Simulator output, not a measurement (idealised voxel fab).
The process module presented herein is designated voxel wiring stack.
The figure presents cross-section cut, which has a width of 165 nm and is divided into square cells with an edge length of 5 nm.
If you're reading a cross-section in this doc, picture square cells in a grid; it comes to you as bands, top ones listed first down to the bottom, and a band can be one or more rows of cells.
Per band: top height and bottom height in nm, followed by the left-to-right materials and their widths in nm; "all across" marks a single material spanning edge to edge, "air" marks empty space.
Zero point of the height axis is 0; under it, received wafer = one material. Lowest band: continues down indefinitely, "top 0, no bottom".
The notation "30..40" denotes a width that varies across the rows of cells in the band, beginning at the first number in the top row, finishing at the second number in the bottom row, and changing by an identical amount from each row to the next.
When a step is marked "everything unchanged", none of the cells in the cross-section changed during that step.
Reported under the label "Enclosed internal voids" are the empty spaces having no open way to the top and comprising 8 cells or more; the notation for each is width x height at distance, in which the distance is measured from the left edge and all three values are in nm.
Note: text after step settings on the step line = simulator remark on that step.
"overlay nm" denotes, for a step that has a mask, the displacement of the mask to the right of its planned place, with negative values corresponding to the left.
Process steps - plan:
1,RECEIVE: material Si
2,CONFORMAL_DEP: material SiO2, thk nm 15
3,DIRECTIONAL_DEP: material TiN, thk nm 5
4,DIRECTIONAL_DEP: material Ru, thk nm 15
5,MASKED_ETCH: tone cover, mask id METAL_1, width nm 25, pitch nm 50, etch materials Ru, depth nm 15, overlay nm 0
6,MASKED_ETCH: tone cover, mask id METAL_1, width nm 25, pitch nm 50, etch materials TiN, depth nm 5, overlay nm 0
7,CONFORMAL_DEP: material SiCN, thk nm 5
8,FILL_DEP: material SiO2, thk nm 10
9,CMP: height nm 35
10,CONFORMAL_DEP: material SiCN, thk nm 5
11,DIRECTIONAL_DEP: material SiO2, thk nm 30
12,MASKED_ETCH: tone open, mask id METAL_2, width nm 25, pitch nm 50, etch materials SiO2, depth nm 15, overlay nm 0
13,MASKED_ETCH: tone open, mask id METAL_2_HOLES, width nm 15, etch materials SiO2, depth nm 15, overlay nm 0
14,MASKED_ETCH: tone open, mask id METAL_2_HOLES, width nm 15, etch materials SiCN, depth nm 5, overlay nm 0
15,CONFORMAL_DEP: material TiN, thk nm 5
16,FILL_DEP: material Cu, thk nm 5
17,CMP: height nm 70
18,CONFORMAL_DEP: material SiCN, thk nm 5
Shown in cross-section is the wafer as received, that is, as it stands after step 1:
top 0, no bottom = Si all across
Enclosed internal voids: none
Figure: cross-sectional view of the wafer upon completion of the module, processed from the initial state and according to the plan depicted above, with one error introduced during execution:
top 75, bottom 70 = SiCN all across
top 70, bottom 60 = SiO2 45; TiN 5; Cu 15; TiN 5; SiO2 25; TiN 5; Cu 15; TiN 5; SiO2 45
top 60, bottom 55 = SiO2 45; TiN 5; Cu 5; TiN 15; SiO2 25; TiN 25; SiO2 45
top 55, bottom 40 = SiO2 45; TiN 5; Cu 5; TiN 5; SiO2 105
top 40, bottom 35 = SiCN 45; TiN 15; SiCN 105
top 35, bottom 30 = SiCN 45; TiN 25; SiCN 25; TiN 25; SiCN 45
top 30, bottom 0 = SiO2 all across
top 0, no bottom = Si all across
Enclosed internal voids: none
Finding, execution versus plan: step 2 of the plan saw execution twice
